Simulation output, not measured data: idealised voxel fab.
This is a process module. Its name is voxel capacitor over wiring.
It is cross-section cut that appears here, measuring 155 nm in width, its square cells being 5 nm in size.
For the purposes of this document, a cross-section shall be understood as a grid of square cells, specified as bands listed in top-to-bottom order, each band consisting of one or more rows of cells. For a band, the entry starts with two heights in nm, that of the top and then that of the bottom, and carries on with the band's materials in order from left to right, each alongside its width in nm; the word "throughout" beside a single material means it fills the band edge to edge, and "air" means empty space. Heights are expressed relative to 0, this being the level below which the as-received wafer comprises one material exclusively. The lowest band is unbounded in the downward direction and is denoted as in "0 down". So if you see something like "30..40" for the width, read it as the top row of the band sitting at the first number and the bottom row at the second, with every row in between moving by the same amount as the last. Take "nothing changed" at face value: in the step it is given for, the cross-section changed in none of its cells. Reported under the label "Catalogued sealed voids" are the empty spaces having no open way to the top and comprising 8 cells or more; the notation for each is width x height at distance, in which the distance is measured from the left edge and all three values are in nm. Anything after a step's settings on that line? It's the simulator's own note about the step. overlay nm: step with mask; distance mask lay right of planned place; negative value = left of planned place.
Planned process steps
| 1 | RECEIVE [material Si] |
| 2 | CONFORMAL_DEP [material SiO2] [thk nm 15] |
| 3 | DIRECTIONAL_DEP [material TiN] [thk nm 5] |
| 4 | DIRECTIONAL_DEP [material Ru] [thk nm 15] |
| 5 | DIRECTIONAL_DEP [material aC] [thk nm 15] |
| 6 | PATTERN [tone cover] [mask id METAL_1] [material resist] [width nm 25] [pitch nm 95] [thk nm 35] [overlay nm 0] |
| 7 | DIRECTIONAL_ETCH [etch materials aC] [depth nm 15] |
| 8 | STRIP [etch materials resist] |
| 9 | DIRECTIONAL_ETCH [etch materials Ru] [depth nm 15] |
| 10 | DIRECTIONAL_ETCH [etch materials TiN] [depth nm 5] |
| 11 | STRIP [etch materials aC] |
| 12 | CONFORMAL_DEP [material SiCN] [thk nm 5] |
| 13 | FILL_DEP [material lowk] [thk nm 10] |
| 14 | CMP [height nm 35] |
| 15 | CONFORMAL_DEP [material SiCN] [thk nm 5] |
| 16 | DIRECTIONAL_DEP [material SiO2] [thk nm 20] |
| 17 | DIRECTIONAL_DEP [material aC] [thk nm 10] |
| 18 | PATTERN [tone open] [mask id PLUG_1] [material resist] [width nm 15] [thk nm 25] [overlay nm 0] |
| 19 | DIRECTIONAL_ETCH [etch materials aC] [depth nm 10] |
| 20 | STRIP [etch materials resist] |
| 21 | DIRECTIONAL_ETCH [etch materials SiO2] [depth nm 20] |
| 22 | DIRECTIONAL_ETCH [etch materials SiCN] [depth nm 5] |
| 23 | STRIP [etch materials aC] |
| 24 | EPI [material Ru] [thk nm 10] |
| 25 | EPI [material Ru] [thk nm 10] |
| 26 | EPI [material Ru] [thk nm 5] |
| 27 | DIRECTIONAL_DEP [material TiN] [thk nm 10] |
| 28 | DIRECTIONAL_DEP [material Al2O3] [thk nm 5] |
| 29 | DIRECTIONAL_DEP [material TiN] [thk nm 10] |
| 30 | PATTERN [tone cover] [mask id UPPER_PLATE] [material resist] [width nm 75] [thk nm 15] [overlay nm 0] |
| 31 | DIRECTIONAL_ETCH [etch materials TiN] [depth nm 10] |
| 32 | DIRECTIONAL_ETCH [etch materials Al2O3] [depth nm 5] |
| 33 | STRIP [etch materials resist] |
| 34 | DIRECTIONAL_DEP [material aC] [thk nm 10] |
| 35 | PATTERN [tone cover] [mask id LOWER_PLATE] [material resist] [width nm 85] [thk nm 30] [overlay nm 0] |
| 36 | DIRECTIONAL_ETCH [etch materials aC] [depth nm 10] |
| 37 | STRIP [etch materials resist] |
| 38 | DIRECTIONAL_ETCH [etch materials TiN] [depth nm 10] |
| 39 | STRIP [etch materials aC] |
| 40 | FILL_DEP [material SiO2] [thk nm 15] |
| 41 | CMP [height nm 95] |
| 42 | MASKED_ETCH [tone open] [mask id PLUG_2] [width nm 15] [etch materials SiO2] [depth nm 10] [overlay nm 0] |
| 43 | CONFORMAL_DEP [material TiN] [thk nm 5] |
| 44 | FILL_DEP [material W] [thk nm 5] |
| 45 | CMP [height nm 95] |
| 46 | CONFORMAL_DEP [material SiCN] [thk nm 5] |
The wafers in this document start out alike and differ in the thk nm applied at step 43; the plan shows the value used for the first wafer.
Cross-section of the first incoming wafer of several, state after step 1
- 0 down | Si throughout
- Catalogued sealed voids: none
Here is the cross-section of the first of several wafers at the end of the module, after its last step, step 46
- 100 to 95 | SiCN throughout
- 95 to 90 | SiO2=35, TiN=5, W=5, TiN=5, SiO2=105
- 90 to 85 | SiO2=35, TiN=15, SiO2=105
- 85 to 75 | SiO2=25, TiN=75, SiO2=55
- 75 to 70 | SiO2=25, Al2O3=75, SiO2=55
- 70 to 60 | SiO2=20, TiN=85, SiO2=50
- 60 to 40 | SiO2=25, Ru=15, SiO2=115
- 40 to 35 | SiCN=25, Ru=15, SiCN=115
- 35 to 20 | lowk=10, SiCN=5, Ru=25, SiCN=5, lowk=60, SiCN=5, Ru=25, SiCN=5, lowk=15
- 20 to 15 | SiCN=15, TiN=25, SiCN=70, TiN=25, SiCN=20
- 15 to 0 | SiO2 throughout
- 0 down | Si throughout
- Catalogued sealed voids: none
Of the several wafers, the last: cross-section at the end of the module
- 100 to 95 | SiCN throughout
- 95 to 85 | SiO2=35, TiN=15, SiO2=105
- 85 to 75 | SiO2=25, TiN=75, SiO2=55
- 75 to 70 | SiO2=25, Al2O3=75, SiO2=55
- 70 to 60 | SiO2=20, TiN=85, SiO2=50
- 60 to 40 | SiO2=25, Ru=15, SiO2=115
- 40 to 35 | SiCN=25, Ru=15, SiCN=115
- 35 to 20 | lowk=10, SiCN=5, Ru=25, SiCN=5, lowk=60, SiCN=5, Ru=25, SiCN=5, lowk=15
- 20 to 15 | SiCN=15, TiN=25, SiCN=70, TiN=25, SiCN=20
- 15 to 0 | SiO2 throughout
- 0 down | Si throughout
- Catalogued sealed voids: none
Heads up, this table goes wafer by wafer. A row tells you, at the end of the module, how many cells of each material that wafer has put on (+) or dropped (-) since it was received, and then its closed voids
thk nm 5; +15 Al2O3; +45 Ru; +92 SiCN; +337 SiO2; +79 TiN; +1 W; +51 lowk; Catalogued sealed voids: none
thk nm 10; +15 Al2O3; +45 Ru; +92 SiCN; +337 SiO2; +80 TiN; +51 lowk; Catalogued sealed voids: none
thk nm 15; +15 Al2O3; +45 Ru; +92 SiCN; +337 SiO2; +80 TiN; +51 lowk; Catalogued sealed voids: none
thk nm 20; +15 Al2O3; +45 Ru; +92 SiCN; +337 SiO2; +80 TiN; +51 lowk; Catalogued sealed voids: none
